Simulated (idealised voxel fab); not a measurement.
Process module heading - voxel self aligned contacts
240 nm wide, 5 nm square cells: that's cross-section cut.
In what follows, cross-sections appear as grids of square cells, described through bands that run from the top down, where every band is one or more rows of cells. Band: top height; bottom height; in nm. Then, left to right: material with width in nm, for each material. "everywhere": a single material spanning edge to edge. "blank": empty space. Height is counted from the level 0, under which the received wafer is composed throughout of one material. The lowest of the bands is not closed at the bottom but continues downward, in the notation "0..down". Quick explanation for "30 to 40": the width changes in equal steps down the rows of cells, from the first number in the band's top row to the second number in its bottom row. Take "nothing was modified" at face value: in the step it is given for, the cross-section changed in none of its cells. Closed-off voids of 8+ cells (no open route to the top) go in "Internal closed voids", written width x height at distance from the left edge, in nm. On a step's line, text after the settings is the simulator commenting on that step. overlay nm: for a step with a mask, the amount by which the mask lay right of where it was planned; a negative amount means left of it.
List of planned process steps
- 1: RECEIVE [material Si]
- 2: OXIDIZE [depth nm 5]
- 3: DIRECTIONAL_DEP [material polySi] [thk nm 30]
- 4: DIRECTIONAL_DEP [material SiN] [thk nm 15]
- 5: MASKED_ETCH [tone cover] [mask id GATE] [width nm 20] [pitch nm 60] [etch materials SiN] [depth nm 15] [overlay nm 0]
- 6: MASKED_ETCH [tone cover] [mask id GATE] [width nm 30] [pitch nm 60] [etch materials polySi] [depth nm 30] [overlay nm 0]
- 7: CONFORMAL_DEP [material SiN] [thk nm 5]
- 8: DIRECTIONAL_ETCH [etch materials SiN] [depth nm 5]
- 9: FILL_DEP [material SiO2] [thk nm 20]
- 10: CMP [height nm 55]
- 11: DIRECTIONAL_DEP [material aC] [thk nm 15]
- 12: PATTERN [tone open] [mask id CONTACT] [material resist] [width nm 40] [thk nm 30] [overlay nm 0]
- 13: DIRECTIONAL_ETCH [etch materials aC] [depth nm 15]
- 14: STRIP [etch materials resist]
- 15: DIRECTIONAL_ETCH [etch materials SiO2] [depth nm 60]
- 16: STRIP [etch materials aC]
- 17: CONFORMAL_DEP [material TiN] [thk nm 5]
- 18: FILL_DEP [material Ru] [thk nm 5]
- 19: CMP [height nm 55]
- 20: CONFORMAL_DEP [material SiCN] [thk nm 5]
Every wafer here starts from the same state; it is the step 5 width nm that distinguishes them, and the value the plan gives belongs to the first wafer.
Incoming state of the first of several wafers in cross-section: after step 1
- 0..down | Si everywhere
- Internal closed voids: none
The rows of the table below are wafers. Looking at the end of the module, a row counts, for every material, the cells the wafer has gained, shown as (+), or lost, shown as (-), since it was received; its closed voids come next
width nm 20; +32 Ru; -48 Si; +48 SiCN; +60 SiN; +382 SiO2; +30 TiN; +72 polySi; Internal closed voids: none
width nm 25; +29 Ru; -48 Si; +48 SiCN; +66 SiN; +379 SiO2; +30 TiN; +72 polySi; Internal closed voids: none
width nm 30; +26 Ru; -48 Si; +48 SiCN; +72 SiN; +376 SiO2; +30 TiN; +72 polySi; Internal closed voids: none
width nm 35; +16 Ru; -48 Si; +48 SiCN; +78 SiN; +368 SiO2; +30 TiN; +84 polySi; Internal closed voids: none
width nm 40; +6 Ru; -48 Si; +48 SiCN; +84 SiN; +360 SiO2; +30 TiN; +96 polySi; Internal closed voids: none
width nm 45; +6 Ru; -48 Si; +48 SiCN; +90 SiN; +352 SiO2; +20 TiN; +108 polySi; Internal closed voids: none
